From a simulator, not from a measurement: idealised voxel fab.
process module | voxel tone inversion
cross-section cut | 275 nm wide | cells 5 nm
A cross-section is a grid of square cells, given in bands from the top down. A band is one or more rows of cells.
Each band's line starts with the height of the band's top and of its bottom, in nm. Then come its materials from left to right, each with its width in nm. One material with "throughout" fills the band from edge to edge. "air" is empty space.
Height 0 is the level under which the wafer as received is all one material. The lowest band goes on downwards, as in "0 down".
A width such as "30 to 40" changes by the same amount from each row of cells to the next, from the band's top row to its bottom row.
"no change" after a step means that no cell of the cross-section changed.
closed voids: empty space of 8 cells or more with no open way to the top, each as width x height at its distance from the left edge, in nm
after a step's settings: what the simulator itself notes on the step
overlay nm, on a step with a mask: how far to the right of its planned place the mask lay; to the left if negative
plan
1 op RECEIVE | material Si
2 op CONFORMAL_DEP | material SiCN | thk nm 5
3 op DIRECTIONAL_DEP | material aC | thk nm 25
4 op PATTERN | tone cover | mask id POSTS | material resist | width nm 15 | pitch nm 55 | thk nm 30 | overlay nm 0
5 op DIRECTIONAL_ETCH | etch materials aC | depth nm 25
6 op STRIP | etch materials resist
7 op FILL_DEP | material SiO2 | thk nm 10
8 op CMP | height nm 30
9 op STRIP | etch materials aC
varied across the wafers: width nm of step 4. The plan shows the first wafer's value. All wafers start alike
first wafer as received, after step 1
  0 down: Si throughout
  closed voids: none
first wafer at the end, after step 9
  30 to 5: SiO2 45 | air 15 | SiO2 40 | air 15 | SiO2 40 | air 15 | SiO2 40 | air 15 | SiO2 50
  5 to 0: SiCN throughout
  0 down: Si throughout
  closed voids: none
last wafer at the end
  30 to 5: SiO2 35 | air 40 | SiO2 15 | air 40 | SiO2 15 | air 40 | SiO2 15 | air 40 | SiO2 35
  5 to 0: SiCN throughout
  0 down: Si throughout
  closed voids: none
each wafer at the end: cells of each material gained (+) or lost (-) since it was received, then its closed voids
width nm 15 | +55 SiCN | +215 SiO2 | closed voids: none
width nm 20 | +55 SiCN | +195 SiO2 | closed voids: none
width nm 25 | +55 SiCN | +175 SiO2 | closed voids: none
width nm 30 | +55 SiCN | +155 SiO2 | closed voids: none
width nm 35 | +55 SiCN | +135 SiO2 | closed voids: none
width nm 40 | +55 SiCN | +115 SiO2 | closed voids: none
